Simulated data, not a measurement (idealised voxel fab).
process module | voxel trench capacitor
cross-section cut | 230 nm wide | cells 5 nm
A cross-section is a grid of square cells, given in bands from the top down. A band is one or more rows of cells.
Each band's line starts with the height of the band's top and of its bottom, in nm. Then come its materials from left to right, each with its width in nm. One material with "throughout" fills the band from edge to edge. "air" is empty space.
Height 0 is the level under which the wafer as received is all one material. The lowest band goes on downwards, as in "0 down".
A width such as "30 to 40" changes by the same amount from each row of cells to the next, from the band's top row to its bottom row.
"no change" after a step means that no cell of the cross-section changed.
closed voids: empty space of 8 cells or more with no open way to the top, each as width x height at its distance from the left edge, in nm
after a step's settings: what the simulator itself notes on the step
overlay nm, on a step with a mask: how far to the right of its planned place the mask lay; to the left if negative
plan
1 op RECEIVE | material Si
2 op CONFORMAL_DEP | material SiN | thk nm 10
3 op PATTERN | tone open | mask id TRENCH | material resist | width nm 25 | pitch nm 55 | thk nm 15 | overlay nm 0
4 op DIRECTIONAL_ETCH | etch materials SiN | depth nm 10
5 op DIRECTIONAL_ETCH | etch materials Si | depth nm 30
6 op STRIP | etch materials resist
7 op CONFORMAL_DEP | material Al2O3 | thk nm 5
8 op FILL_DEP | material polySi | thk nm 10
9 op CMP | height nm 10
first wafer, as planned
as received, after step 1
  0 down: Si throughout
  closed voids: none
after step 2
  10 to 0: SiN throughout
  below 0: unchanged
after step 3
  25 to 10: resist 45 | air 25 | resist 30 | air 25 | resist 30 | air 25 | resist 50
  below 10: unchanged
after step 4
  25 to 10: resist 45 | air 25 | resist 30 | air 25 | resist 30 | air 25 | resist 50
  10 to 0: SiN 45 | air 25 | SiN 30 | air 25 | SiN 30 | air 25 | SiN 50
  below 0: unchanged
after step 5
  25 to 10: resist 45 | air 25 | resist 30 | air 25 | resist 30 | air 25 | resist 50
  10 to 0: SiN 45 | air 25 | SiN 30 | air 25 | SiN 30 | air 25 | SiN 50
  0 to -30: Si 45 | air 25 | Si 30 | air 25 | Si 30 | air 25 | Si 50
  below -30: unchanged
after step 6
  10 to 0: SiN 45 | air 25 | SiN 30 | air 25 | SiN 30 | air 25 | SiN 50
  below 0: unchanged
after step 7
  15 to 10: Al2O3 50 | air 15 | Al2O3 40 | air 15 | Al2O3 40 | air 15 | Al2O3 55
  10 to 0: SiN 45 | Al2O3 5 | air 15 | Al2O3 5 | SiN 30 | Al2O3 5 | air 15 | Al2O3 5 | SiN 30 | Al2O3 5 | air 15 | Al2O3 5 | SiN 50
  0 to -25: Si 45 | Al2O3 5 | air 15 | Al2O3 5 | Si 30 | Al2O3 5 | air 15 | Al2O3 5 | Si 30 | Al2O3 5 | air 15 | Al2O3 5 | Si 50
  -25 to -30: Si 45 | Al2O3 25 | Si 30 | Al2O3 25 | Si 30 | Al2O3 25 | Si 50
  below -30: unchanged
after step 8
  25 to 15: polySi throughout
  15 to 10: Al2O3 50 | polySi 15 | Al2O3 40 | polySi 15 | Al2O3 40 | polySi 15 | Al2O3 55
  10 to 0: SiN 45 | Al2O3 5 | polySi 15 | Al2O3 5 | SiN 30 | Al2O3 5 | polySi 15 | Al2O3 5 | SiN 30 | Al2O3 5 | polySi 15 | Al2O3 5 | SiN 50
  0 to -25: Si 45 | Al2O3 5 | polySi 15 | Al2O3 5 | Si 30 | Al2O3 5 | polySi 15 | Al2O3 5 | Si 30 | Al2O3 5 | polySi 15 | Al2O3 5 | Si 50
  below -25: unchanged
after step 9
  10 to 0: SiN 45 | Al2O3 5 | polySi 15 | Al2O3 5 | SiN 30 | Al2O3 5 | polySi 15 | Al2O3 5 | SiN 30 | Al2O3 5 | polySi 15 | Al2O3 5 | SiN 50
  below 0: unchanged
second wafer: like start, like plan, one mistake. Through step 8 it matches the first wafer
when step 9 should have ended: no change
what went wrong: step 9 was left out
at the end the second wafer has, in cells: 37 more of Al2O3 | 101 more of polySi
